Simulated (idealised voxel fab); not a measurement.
process module | voxel air gaps
cross-section cut | 230 nm wide | cells 5 nm
A cross-section is a grid of square cells, given in bands from the top down. A band is one or more rows of cells.
Each band's line starts with the height of the band's top and of its bottom, in nm. Then come its materials from left to right, each with its width in nm. One material with "throughout" fills the band from edge to edge. "air" is empty space.
Height 0 is the level under which the wafer as received is all one material. The lowest band goes on downwards, as in "0 down".
A width such as "30 to 40" changes by the same amount from each row of cells to the next, from the band's top row to its bottom row.
"no change" after a step means that no cell of the cross-section changed.
closed voids: empty space of 8 cells or more with no open way to the top, each as width x height at its distance from the left edge, in nm
after a step's settings: what the simulator itself notes on the step
overlay nm, on a step with a mask: how far to the right of its planned place the mask lay; to the left if negative
plan
1 op RECEIVE | material Si
2 op CONFORMAL_DEP | material SiO2 | thk nm 10
3 op CONFORMAL_DEP | material SiN | thk nm 5
4 op DIRECTIONAL_DEP | material lowk | thk nm 40
5 op DIRECTIONAL_DEP | material aC | thk nm 15
6 op PATTERN | tone open | mask id LINES | material resist | width nm 20 | pitch nm 45 | thk nm 30 | overlay nm 0
7 op DIRECTIONAL_ETCH | etch materials aC | depth nm 15
8 op STRIP | etch materials resist
9 op DIRECTIONAL_ETCH | etch materials lowk | depth nm 40
10 op STRIP | etch materials aC
11 op CONFORMAL_DEP | material TiN | thk nm 5
12 op FILL_DEP | material Cu | thk nm 5
13 op CMP | height nm 55
14 op EPI | material Ru | thk nm 10
15 op SELECTIVE_ETCH | etch materials lowk | depth nm 50
16 op CONFORMAL_DEP | material SiCN | thk nm 5
as received, after step 1
  0 down: Si throughout
  closed voids: none
first wafer at the end, as planned
  70 to 65: air 45 | SiCN 140 | air 45
  65 to 55: air 45 | SiCN 5 | Ru 40 | SiCN 5 | Ru 40 | SiCN 5 | Ru 40 | SiCN 5 | air 45
  55 to 50: air 45 | SiCN 15 | TiN 5 | Cu 10 | TiN 5 | SiCN 25 | TiN 5 | Cu 10 | TiN 5 | SiCN 25 | TiN 5 | Cu 10 | TiN 5 | SiCN 15 | air 45
  50 to 20: air 55 | SiCN 5 | TiN 5 | Cu 10 | TiN 5 | SiCN 5 | air 15 | SiCN 5 | TiN 5 | Cu 10 | TiN 5 | SiCN 5 | air 15 | SiCN 5 | TiN 5 | Cu 10 | TiN 5 | SiCN 5 | air 55
  20 to 15: SiCN 60 | TiN 20 | SiCN 25 | TiN 20 | SiCN 25 | TiN 20 | SiCN 60
  15 to 10: SiN throughout
  10 to 0: SiO2 throughout
  0 down: Si throughout
  closed voids: 15 x 30 at 85; 15 x 30 at 130
second wafer at the end: like start, like plan, one mistake
  65 to 55: air 50 | Ru 40 | air 5 | Ru 40 | air 5 | Ru 40 | air 50
  55 to 20: air 60 | TiN 5 | Cu 10 | TiN 5 | air 25 | TiN 5 | Cu 10 | TiN 5 | air 25 | TiN 5 | Cu 10 | TiN 5 | air 60
  20 to 15: air 60 | TiN 20 | air 25 | TiN 20 | air 25 | TiN 20 | air 60
  15 to 10: SiN throughout
  10 to 0: SiO2 throughout
  0 down: Si throughout
  closed voids: none
what went wrong: step 16 was left out
at the end the second wafer has, in cells: 122 fewer of SiCN
closed voids at the end (first wafer, second wafer): 2, 0
